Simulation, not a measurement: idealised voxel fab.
process module | voxel trench capacitor
cross-section cut | 140 nm wide | cells 5 nm
A cross-section is a grid of square cells, given in bands from the top down. A band is one or more rows of cells.
Each band's line starts with the height of the band's top and of its bottom, in nm. Then come its materials from left to right, each with its width in nm. One material with "throughout" fills the band from edge to edge. "air" is empty space.
Height 0 is the level under which the wafer as received is all one material. The lowest band goes on downwards, as in "0 down".
A width such as "30 to 40" changes by the same amount from each row of cells to the next, from the band's top row to its bottom row.
"no change" after a step means that no cell of the cross-section changed.
closed voids: empty space of 8 cells or more with no open way to the top, each as width x height at its distance from the left edge, in nm
after a step's settings: what the simulator itself notes on the step
overlay nm, on a step with a mask: how far to the right of its planned place the mask lay; to the left if negative
plan
1 op RECEIVE | material Si
2 op CONFORMAL_DEP | material SiN | thk nm 10
3 op PATTERN | tone open | mask id TRENCH | material resist | width nm 30 | pitch nm 55 | thk nm 20 | overlay nm 0
4 op DIRECTIONAL_ETCH | etch materials SiN | depth nm 10
5 op DIRECTIONAL_ETCH | etch materials Si | depth nm 35
6 op STRIP | etch materials resist
7 op CONFORMAL_DEP | material HfO2 | thk nm 5
8 op CONFORMAL_DEP | material TiN | thk nm 5
9 op FILL_DEP | material W | thk nm 10
10 op CMP | height nm 10
as received, after step 1
  0 down: Si throughout
  closed voids: none
a wafer at the end: this start, this plan, one mistake
  10 to 0: SiN 25 | HfO2 5 | TiN 5 | W 10 | TiN 5 | HfO2 5 | SiN 25 | HfO2 5 | TiN 5 | W 10 | TiN 5 | HfO2 5 | SiN 30
  0 to -15: Si 25 | HfO2 5 | TiN 5 | W 10 | TiN 5 | HfO2 5 | Si 25 | HfO2 5 | TiN 5 | W 10 | TiN 5 | HfO2 5 | Si 30
  -15 to -20: Si 25 | HfO2 5 | TiN 20 | HfO2 5 | Si 25 | HfO2 5 | TiN 20 | HfO2 5 | Si 30
  -20 to -25: Si 25 | HfO2 30 | Si 25 | HfO2 30 | Si 30
  -25 down: Si throughout
  closed voids: none
what went wrong: step 5 ran as: op DIRECTIONAL_ETCH | etch materials Si | depth nm 25
